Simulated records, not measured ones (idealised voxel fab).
Presented below is a process module, voxel capacitor over wiring.
The cross-section shown here is cut; it is 190 nm wide and divided into square cells measuring 5 nm on a side.
If you're reading a cross-section in this doc, picture square cells in a grid; it comes to you as bands, top ones listed first down to the bottom, and a band can be one or more rows of cells. What a band's entry tells you: where the top is and where the bottom is, as heights in nm, and after that what lies inside, material by material from left to right, each with its width in nm. Empty space is written as the word "air", and a single material marked with the word "throughout" occupies the band from edge to edge. A quick word on heights: they are counted from 0, and under that level the wafer as it came to us is one material throughout. The lowest band is different from the rest in having no bottom; it simply continues downward, written as in "0 down". Per-row width for "30->40": begins at first number (top row of band), ends at second number (bottom row), increment between rows held constant. "no change" means the step left every cell of the cross-section as it was. The entry titled "Entrapped void list" provides the empty spaces that have no open way to the top, restricted to those of 8 cells or more. Each is presented as width x height at distance, the distance being measured from the left edge, with all three in nm. On each step's line, the part that comes after the settings is the simulator's own comment on the step. If you see "overlay nm" on a step's line and that step has a mask, it's telling you how far right of where it was planned the mask ended up; a negative number means it went left instead.
### These are the steps we planned for the process
| 1 | RECEIVE,material Si |
| 2 | CONFORMAL_DEP,material SiO2,thk nm 15 |
| 3 | DIRECTIONAL_DEP,material TiN,thk nm 5 |
| 4 | DIRECTIONAL_DEP,material Ru,thk nm 20 |
| 5 | PATTERN,tone cover,mask id METAL_1,material resist,width nm 25,pitch nm 95,thk nm 20,overlay nm 0 |
| 6 | DIRECTIONAL_ETCH,etch materials Ru,depth nm 20 |
| 7 | DIRECTIONAL_ETCH,etch materials TiN,depth nm 5 |
| 8 | STRIP,etch materials resist |
| 9 | CONFORMAL_DEP,material SiN,thk nm 5 |
| 10 | FILL_DEP,material SiO2,thk nm 5 |
| 11 | CMP,height nm 40 |
| 12 | CONFORMAL_DEP,material SiCN,thk nm 5 |
| 13 | DIRECTIONAL_DEP,material SiO2,thk nm 15 |
| 14 | DIRECTIONAL_DEP,material aC,thk nm 15 |
| 15 | PATTERN,tone open,mask id PLUG_1,material resist,width nm 15,thk nm 30,overlay nm 0 |
| 16 | DIRECTIONAL_ETCH,etch materials aC,depth nm 15 |
| 17 | STRIP,etch materials resist |
| 18 | DIRECTIONAL_ETCH,etch materials SiO2,depth nm 15 |
| 19 | DIRECTIONAL_ETCH,etch materials SiCN,depth nm 5 |
| 20 | STRIP,etch materials aC |
| 21 | CONFORMAL_DEP,material TiN,thk nm 5 |
| 22 | FILL_DEP,material W,thk nm 5 |
| 23 | CMP,height nm 60 |
| 24 | DIRECTIONAL_DEP,material TiN,thk nm 10 |
| 25 | DIRECTIONAL_DEP,material HfO2,thk nm 5 |
| 26 | DIRECTIONAL_DEP,material TiN,thk nm 10 |
| 27 | PATTERN,tone cover,mask id UPPER_PLATE,material resist,width nm 75,thk nm 15,overlay nm 0 |
| 28 | DIRECTIONAL_ETCH,etch materials TiN,depth nm 10 |
| 29 | DIRECTIONAL_ETCH,etch materials HfO2,depth nm 5 |
| 30 | STRIP,etch materials resist |
| 31 | PATTERN,tone cover,mask id LOWER_PLATE,material resist,width nm 85,thk nm 15,overlay nm 0 |
| 32 | DIRECTIONAL_ETCH,etch materials TiN,depth nm 10 |
| 33 | STRIP,etch materials resist |
| 34 | FILL_DEP,material SiO2,thk nm 20 |
| 35 | CMP,height nm 100 |
| 36 | DIRECTIONAL_DEP,material aC,thk nm 15 |
| 37 | PATTERN,tone open,mask id PLUG_2,material resist,width nm 15,thk nm 30,overlay nm 0 |
| 38 | DIRECTIONAL_ETCH,etch materials aC,depth nm 15 |
| 39 | STRIP,etch materials resist |
| 40 | DIRECTIONAL_ETCH,etch materials SiO2,depth nm 15 |
| 41 | STRIP,etch materials aC |
| 42 | CONFORMAL_DEP,material TiN,thk nm 5 |
| 43 | FILL_DEP,material Cu,thk nm 10 |
| 44 | CMP,height nm 100 |
| 45 | CONFORMAL_DEP,material SiCN,thk nm 5 |
### Here's what the wafer looked like in cross-section when it arrived - that's after step 1
  0 down: Si throughout
  Entrapped void list: none
### Starting structure and process plan are as shown above, but one mistake was made in running the module; the wafer cross-section at the end of the module follows
  105 to 100: SiCN throughout
  100 to 90: 55 SiO2 | 5 TiN | 5 Cu | 5 TiN | 120 SiO2
  90 to 85: 55 SiO2 | 15 TiN | 120 SiO2
  85 to 75: 45 SiO2 | 75 TiN | 70 SiO2
  75 to 65: 40 SiO2 | 85 TiN | 65 SiO2
  65 to 60: HfO2 throughout
  60 to 45: 45 SiO2 | 5 TiN | 5 W | 5 TiN | 130 SiO2
  45 to 40: 45 SiCN | 15 TiN | 130 SiCN
  40 to 20: 30 SiO2 | 5 SiN | 25 Ru | 5 SiN | 60 SiO2 | 5 SiN | 25 Ru | 5 SiN | 30 SiO2
  20 to 15: 35 SiN | 25 TiN | 70 SiN | 25 TiN | 35 SiN
  15 to 0: SiO2 throughout
  0 down: Si throughout
  Entrapped void list: none
In executing the process, a mistake was made relative to the plan: step 25 occupied the plan position of step 24, and the converse holds as well
